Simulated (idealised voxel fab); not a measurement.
process module | voxel local oxidation
cross-section cut | 300 nm wide | cells 5 nm
A cross-section is a grid of square cells, given in bands from the top down. A band is one or more rows of cells.
Each band's line starts with the height of the band's top and of its bottom, in nm. Then come its materials from left to right, each with its width in nm. One material with "throughout" fills the band from edge to edge. "air" is empty space.
Height 0 is the level under which the wafer as received is all one material. The lowest band goes on downwards, as in "0 down".
A width such as "30 to 40" changes by the same amount from each row of cells to the next, from the band's top row to its bottom row.
"no change" after a step means that no cell of the cross-section changed.
closed voids: empty space of 8 cells or more with no open way to the top, each as width x height at its distance from the left edge, in nm
after a step's settings: what the simulator itself notes on the step
overlay nm, on a step with a mask: how far to the right of its planned place the mask lay; to the left if negative
plan
1 op RECEIVE | material Si
2 op CONFORMAL_DEP | material SiO2 | thk nm 5
3 op CONFORMAL_DEP | material SiN | thk nm 15
4 op PATTERN | tone cover | mask id ACTIVE | material resist | width nm 100 | thk nm 15 | overlay nm 0
5 op DIRECTIONAL_ETCH | etch materials SiN | depth nm 15
6 op STRIP | etch materials resist
7 op SELECTIVE_ETCH | etch materials SiO2 | depth nm 5
8 op OXIDIZE | depth nm 10
9 op STRIP | etch materials SiN
as received, after step 1
  0 down: Si throughout
  closed voids: none
a wafer at the end: this start, this plan, one mistake
  20 to 5: air 100 | SiN 100 | air 100
  5 to 0: air 105 | SiO2 90 | air 105
  0 to -10: SiO2 115 | Si 70 | SiO2 115
  -10 down: Si throughout
  closed voids: none
what went wrong: step 9 was left out
